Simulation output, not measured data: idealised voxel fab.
The following process module bears the name voxel released beams.
For reference, the cross-section in this document is cut, with width 205 nm and square cells of 5 nm.
Format of a cross-section: grid, square cells. Given as bands. Order: top down. Band: one or more rows of cells.
What a band's entry tells you: where the top is and where the bottom is, as heights in nm, and after that what lies inside, material by material from left to right, each with its width in nm. Empty space is written as the word "air", and a single material marked with the word "all across" occupies the band from edge to edge.
Below 0: as-received wafer, all one material; heights counted from there. Lowest band: no bottom, goes on down, written "0 -> down".
Read "30->40" as a graded width: first number on top, second number at the bottom, same change between each pair of neighbouring rows.
No cell of the cross-section changed in a step that is given as "remains unaltered".
This entry, "Closed void list", enumerates those empty regions of no fewer than 8 cells that possess no open connection to the top. Each region is reported in the form width x height at distance, the distance being taken from the left edge, with all three quantities expressed in nm.
On each step's line, the part that comes after the settings is the simulator's own comment on the step.
Regarding "overlay nm": on a step with a mask, it is the distance the mask lay to the right of its planned place; a negative value places it to the left.
# The planned process steps are enumerated hereunder
1,RECEIVE with material Si
2,CONFORMAL_DEP with material Al2O3, thk nm 10
3,DIRECTIONAL_DEP with material SiO2, thk nm 15
4,PATTERN with tone open, mask id ANCHOR, material resist, width nm 35, thk nm 20, overlay nm 0
5,DIRECTIONAL_ETCH with etch materials SiO2, depth nm 15
6,STRIP with etch materials resist
7,CONFORMAL_DEP with material polySi, thk nm 10
8,DIRECTIONAL_DEP with material aC, thk nm 10
9,PATTERN with tone cover, mask id BEAM, material resist, width nm 100, thk nm 30, overlay nm 0
10,DIRECTIONAL_ETCH with etch materials aC, depth nm 10
11,STRIP with etch materials resist
12,DIRECTIONAL_ETCH with etch materials polySi, depth nm 10
13,STRIP with etch materials aC
14,STRIP with etch materials SiO2
# Below: the first of two wafers, run as planned
# Here's what the wafer looked like in cross-section when it arrived - that's after step 1
> 0 -> down = Si all across
> Closed void list: none
# Take a look at the wafer's cross-section after step 2
> 10 -> 0 = Al2O3 all across
> Under 0: no change, same as before.
# Take a look at the wafer's cross-section after step 3
> 25 -> 10 = SiO2 all across
> Under 10: no change, same as before.
# Take a look at the wafer's cross-section after step 4
> 45 -> 25 = resist: 55, then air: 35, then resist: 115
> Under 25: no change, same as before.
# Take a look at the wafer's cross-section after step 5
> 45 -> 25 = resist: 55, then air: 35, then resist: 115
> 25 -> 10 = SiO2: 55, then air: 35, then SiO2: 115
> Under 10: no change, same as before.
# Take a look at the wafer's cross-section after step 6
> 25 -> 10 = SiO2: 55, then air: 35, then SiO2: 115
> Under 10: no change, same as before.
# Take a look at the wafer's cross-section after step 7
> 35 -> 25 = polySi: 65, then air: 15, then polySi: 125
> 25 -> 20 = SiO2: 55, then polySi: 10, then air: 15, then polySi: 10, then SiO2: 115
> 20 -> 10 = SiO2: 55, then polySi: 35, then SiO2: 115
> Under 10: no change, same as before.
# Take a look at the wafer's cross-section after step 8
> 45 -> 35 = aC: 65, then air: 15, then aC: 125
> 35 -> 30 = polySi: 65, then air: 15, then polySi: 125
> 30 -> 25 = polySi: 65, then aC: 15, then polySi: 125
> 25 -> 20 = SiO2: 55, then polySi: 10, then aC: 15, then polySi: 10, then SiO2: 115
> Under 20: no change, same as before.
# Take a look at the wafer's cross-section after step 9
> 75 -> 45 = air: 50, then resist: 100, then air: 55
> 45 -> 35 = aC: 65, then resist: 15, then aC: 125
> 35 -> 30 = polySi: 65, then resist: 15, then polySi: 125
> Under 30: no change, same as before.
# Take a look at the wafer's cross-section after step 10
> 65 -> 45 = air: 50, then resist: 100, then air: 55
> 45 -> 35 = air: 50, then aC: 15, then resist: 15, then aC: 70, then air: 55
> Under 35: no change, same as before.
# Take a look at the wafer's cross-section after step 11
> 45 -> 35 = air: 50, then aC: 15, then air: 15, then aC: 70, then air: 55
> 35 -> 30 = polySi: 65, then air: 15, then polySi: 125
> Under 30: no change, same as before.
# Take a look at the wafer's cross-section after step 12
> 45 -> 35 = air: 50, then aC: 15, then air: 15, then aC: 70, then air: 55
> 35 -> 30 = air: 50, then polySi: 15, then air: 15, then polySi: 70, then air: 55
> 30 -> 25 = air: 50, then polySi: 15, then aC: 15, then polySi: 70, then air: 55
> Under 25: no change, same as before.
# Take a look at the wafer's cross-section after step 13
> 35 -> 25 = air: 50, then polySi: 15, then air: 15, then polySi: 70, then air: 55
> 25 -> 20 = SiO2: 55, then polySi: 10, then air: 15, then polySi: 10, then SiO2: 115
> Under 20: no change, same as before.
# Take a look at the wafer's cross-section after step 14
> 35 -> 25 = air: 50, then polySi: 15, then air: 15, then polySi: 70, then air: 55
> 25 -> 20 = air: 55, then polySi: 10, then air: 15, then polySi: 10, then air: 115
> 20 -> 10 = air: 55, then polySi: 35, then air: 115
> Under 10: no change, same as before.
# Wafer two of two - same starting point, same process plan, one mistake in execution; matches wafer one up to and including step 1
# Second wafer, cut view, end of step 2 per plan
> 15 -> 0 = SiO2 all across
> Under 0: no change, same as before.
# Second wafer, cut view, end of step 3 per plan
> 25 -> 15 = Al2O3 all across
> Under 15: no change, same as before.
# Second wafer, cut view, end of step 4 per plan
> 45 -> 25 = resist: 55, then air: 35, then resist: 115
> Under 25: no change, same as before.
Second wafer, cut view, end of step 5 per plan: remains unaltered
# Second wafer, cut view, end of step 6 per plan
> 25 -> 15 = Al2O3 all across
> Under 15: no change, same as before.
# Second wafer, cut view, end of step 7 per plan
> 35 -> 25 = polySi all across
> Under 25: no change, same as before.
# Second wafer, cut view, end of step 8 per plan
> 45 -> 35 = aC all across
> Under 35: no change, same as before.
# Second wafer, cut view, end of step 9 per plan
> 75 -> 45 = air: 50, then resist: 100, then air: 55
> Under 45: no change, same as before.
# Second wafer, cut view, end of step 10 per plan
> 65 -> 45 = air: 50, then resist: 100, then air: 55
> 45 -> 35 = air: 50, then aC: 100, then air: 55
> Under 35: no change, same as before.
# Second wafer, cut view, end of step 11 per plan
> 45 -> 35 = air: 50, then aC: 100, then air: 55
> Under 35: no change, same as before.
# Second wafer, cut view, end of step 12 per plan
> 45 -> 35 = air: 50, then aC: 100, then air: 55
> 35 -> 25 = air: 50, then polySi: 100, then air: 55
> Under 25: no change, same as before.
# Second wafer, cut view, end of step 13 per plan
> 35 -> 25 = air: 50, then polySi: 100, then air: 55
> Under 25: no change, same as before.
Second wafer, cut view, end of step 14 per plan: remains unaltered
Plan not followed: steps 2 and 3 swapped
Wrapping up, a cell-based count of both wafers puts the second over or under the first for these materials: SiO2: 123 more | polySi: 12 fewer
